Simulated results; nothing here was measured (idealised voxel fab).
This section sets out a process module, namely voxel gate over fins.
Cross-section cut spans 175 nm and uses square cells 5 nm in size.
Cross-section spec: square-cell grid; bands listed top down; each band is one or more rows. In this notation a band is specified by the heights of its top and bottom, in that order and in nm, after which its materials appear from left to right, each paired with its width in nm. The word "throughout" attached to a single material means that material fills the band from edge to edge; the word "air" stands for empty space. A quick word on heights: they are counted from 0, and under that level the wafer as it came to us is one material throughout. The lowest band is different from the rest in having no bottom; it simply continues downward, written as in "top 0, no bottom". With a width like "30..40", each row of cells in the band differs from the next by the same amount, the top row carrying the first number and the bottom row the second. Reading "left unchanged" for a step: not a cell of the cross-section changed in it. Basically, "Completely enclosed voids" tells you about the enclosed voids: empty spaces with no open way to the top, 8 cells or bigger, each written width x height at distance, where distance is from the left edge, all in nm. The remark found on a step's line after its settings is issued by the simulator itself and pertains to that step. overlay nm: how far to the right of its planned place the mask lay on this masked step (negative: to the left).

# Steps planned for the process
- 1: RECEIVE | material Si
- 2: CONFORMAL_DEP | material SiN | thk nm 5
- 3: DIRECTIONAL_DEP | material aC | thk nm 10
- 4: PATTERN | tone cover | mask id FINS | material resist | width nm 15 | pitch nm 40 | thk nm 25 | overlay nm 0
- 5: DIRECTIONAL_ETCH | etch materials aC | depth nm 10
- 6: STRIP | etch materials resist
- 7: DIRECTIONAL_ETCH | etch materials SiN | depth nm 5
- 8: DIRECTIONAL_ETCH | etch materials Si | depth nm 40
- 9: STRIP | etch materials aC
- 10: FILL_DEP | material SiO2 | thk nm 5
- 11: CMP | height nm 5
- 12: SELECTIVE_ETCH | etch materials SiO2 | depth nm 20
- 13: STRIP | etch materials SiN
- 14: CONFORMAL_DEP | material HfO2 | thk nm 5
- 15: CONFORMAL_DEP | material TiN | thk nm 5
- 16: FILL_DEP | material W | thk nm 15
- 17: CMP | height nm 20
- 18: CONFORMAL_DEP | material SiN | thk nm 5

# This is the cross-section of the wafer as we received it, i.e. after step 1
  top 0, no bottom  Si throughout
  Completely enclosed voids: none

# One mistake in running the module, otherwise start and plan as above: cross-section at the end
  top 25, bottom 20  SiN throughout
  top 20, bottom 5  W throughout
  top 5, bottom 0  W=15  TiN=25  W=15  TiN=25  W=15  TiN=25  W=15  TiN=25  W=15
  top 0, bottom -10  W=15  TiN=5  Si=15  TiN=5  W=15  TiN=5  Si=15  TiN=5  W=15  TiN=5  Si=15  TiN=5  W=15  TiN=5  Si=15  TiN=5  W=15
  top -10, bottom -15  TiN=20  Si=15  TiN=25  Si=15  TiN=25  Si=15  TiN=25  Si=15  TiN=20
  top -15, bottom -40  SiO2=20  Si=15  SiO2=25  Si=15  SiO2=25  Si=15  SiO2=25  Si=15  SiO2=20
  top -40, no bottom  Si throughout
  Completely enclosed voids: none
Finding, execution versus plan: execution of step 14 of the plan did not take place, the step having been omitted
